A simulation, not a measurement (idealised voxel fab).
The following process module bears the name voxel wiring stack.
Each square cell in cross-section cut measures 5 nm, and the section as a whole is 205 nm wide.
This document writes a cross-section as a grid whose cells are square, and gives it as bands, listed from the top down; one or more rows of cells form a band. The band entry comprises the height of the band's top followed by the height of its bottom, expressed in nm, and subsequently the band's materials from left to right, each stated together with its width in nm. Where a single material is marked with the word "throughout", that material fills the band from edge to edge. The word "air" represents empty space. Measure heights from 0. That's the level where, below it, the as-received wafer is all one material. The lowest band is bottomless and extends downward; write it as in "0 down". Quick explanation for "30->40": the width changes in equal steps down the rows of cells, from the first number in the band's top row to the second number in its bottom row. "remained the same" for a step: no cell of the cross-section changed in that step. Empty spaces counting at least 8 cells and having no open way to the top are listed in "Sealed cavities". The notation width x height at distance is used for each, the distance being from the left edge and all three values in nm. Step line, after settings: the simulator's comment on this step. The line of a step may include "overlay nm". On a step with a mask, this value is how far to the right of its planned place the mask lay. A negative value means the mask lay to the left.

### Planned process steps
1: RECEIVE [material Si]
2: CONFORMAL_DEP [material SiO2] [thk nm 15]
3: DIRECTIONAL_DEP [material TiN] [thk nm 5]
4: DIRECTIONAL_DEP [material W] [thk nm 20]
5: PATTERN [tone cover] [mask id METAL_1] [material resist] [width nm 30] [pitch nm 45] [thk nm 15] [overlay nm 0]
6: DIRECTIONAL_ETCH [etch materials W] [depth nm 20]
7: DIRECTIONAL_ETCH [etch materials TiN] [depth nm 5]
8: STRIP [etch materials resist]
9: FILL_DEP [material lowk] [thk nm 10]
10: CMP [height nm 40]
11: CONFORMAL_DEP [material SiCN] [thk nm 5]
12: DIRECTIONAL_DEP [material lowk] [thk nm 15]
13: DIRECTIONAL_DEP [material aC] [thk nm 15]
14: PATTERN [tone open] [mask id PLUG_1] [material resist] [width nm 15] [pitch nm 45] [thk nm 30] [overlay nm 0]
15: DIRECTIONAL_ETCH [etch materials aC] [depth nm 15]
16: STRIP [etch materials resist]
17: DIRECTIONAL_ETCH [etch materials lowk] [depth nm 15]
18: DIRECTIONAL_ETCH [etch materials SiCN] [depth nm 5]
19: STRIP [etch materials aC]
20: EPI [material Ru] [thk nm 10]
21: EPI [material Ru] [thk nm 10]
22: DIRECTIONAL_DEP [material TiN] [thk nm 5]
23: DIRECTIONAL_DEP [material Ru] [thk nm 25]
24: PATTERN [tone cover] [mask id METAL_2] [material resist] [width nm 30] [pitch nm 45] [thk nm 15] [overlay nm 0]
25: DIRECTIONAL_ETCH [etch materials Ru] [depth nm 25]
26: DIRECTIONAL_ETCH [etch materials TiN] [depth nm 5]
27: STRIP [etch materials resist]
28: FILL_DEP [material SiO2] [thk nm 10]
29: CMP [height nm 90]
30: CONFORMAL_DEP [material SiCN] [thk nm 5]
31: DIRECTIONAL_DEP [material SiO2] [thk nm 15]
32: DIRECTIONAL_DEP [material aC] [thk nm 15]
33: PATTERN [tone open] [mask id PLUG_2] [material resist] [width nm 15] [pitch nm 90] [thk nm 35] [overlay nm 0]
34: DIRECTIONAL_ETCH [etch materials aC] [depth nm 15]
35: STRIP [etch materials resist]
36: DIRECTIONAL_ETCH [etch materials SiO2] [depth nm 15]
37: DIRECTIONAL_ETCH [etch materials SiCN] [depth nm 5]
38: STRIP [etch materials aC]
39: CONFORMAL_DEP [material TiN] [thk nm 5]
40: FILL_DEP [material Ru] [thk nm 5]
41: CMP [height nm 110]
42: DIRECTIONAL_DEP [material TiN] [thk nm 5]
43: DIRECTIONAL_DEP [material Ru] [thk nm 15]
44: MASKED_ETCH [tone cover] [mask id METAL_3] [width nm 30] [pitch nm 45] [etch materials Ru] [depth nm 15] [overlay nm 0]
45: MASKED_ETCH [tone cover] [mask id METAL_3] [width nm 30] [pitch nm 45] [etch materials TiN] [depth nm 5] [overlay nm 0]
46: CONFORMAL_DEP [material SiCN] [thk nm 5]
47: FILL_DEP [material SiO2] [thk nm 5]
48: CMP [height nm 130]
49: CONFORMAL_DEP [material SiN] [thk nm 5]

### Here's what the wafer looked like in cross-section when it arrived - that's after step 1
    0 down: Si throughout
    Sealed cavities: none

### a wafer at the end: this start, this plan, one mistake
    135 to 130: SiN throughout
    130 to 115: SiO2: 15, then SiCN: 5, then Ru: 30, then SiCN: 5, then SiO2: 5, then SiCN: 5, then Ru: 30, then SiCN: 5, then SiO2: 5, then SiCN: 5, then Ru: 30, then SiCN: 5, then SiO2: 5, then SiCN: 5, then Ru: 30, then SiCN: 5, then SiO2: 15
    115 to 110: SiCN: 20, then TiN: 30, then SiCN: 15, then TiN: 30, then SiCN: 15, then TiN: 30, then SiCN: 15, then TiN: 30, then SiCN: 20
    110 to 95: SiO2: 15, then TiN: 5, then Ru: 15, then TiN: 5, then SiO2: 65, then TiN: 5, then Ru: 15, then TiN: 5, then SiO2: 75
    95 to 90: SiCN: 15, then TiN: 25, then SiCN: 65, then TiN: 25, then SiCN: 75
    90 to 65: SiO2: 20, then Ru: 30, then SiO2: 15, then Ru: 30, then SiO2: 15, then Ru: 30, then SiO2: 15, then Ru: 30, then SiO2: 20
    65 to 60: SiO2: 20, then TiN: 30, then SiO2: 15, then TiN: 30, then SiO2: 15, then TiN: 30, then SiO2: 15, then TiN: 30, then SiO2: 20
    60 to 45: lowk: 20, then Ru: 15, then lowk: 30, then Ru: 15, then lowk: 30, then Ru: 15, then lowk: 30, then Ru: 15, then lowk: 35
    45 to 40: SiCN: 20, then Ru: 15, then SiCN: 30, then Ru: 15, then SiCN: 30, then Ru: 15, then SiCN: 30, then Ru: 15, then SiCN: 35
    40 to 20: lowk: 20, then W: 30, then lowk: 15, then W: 30, then lowk: 15, then W: 30, then lowk: 15, then W: 30, then lowk: 20
    20 to 15: lowk: 20, then TiN: 30, then lowk: 15, then TiN: 30, then lowk: 15, then TiN: 30, then lowk: 15, then TiN: 30, then lowk: 20
    15 to 0: SiO2 throughout
    0 down: Si throughout
    Sealed cavities: none
So what did we get wrong on this run? step 33 deviated from plan and actually ran as PATTERN [tone open] [mask id PLUG_2] [material resist] [width nm 25] [pitch nm 90] [thk nm 35] [overlay nm 0]
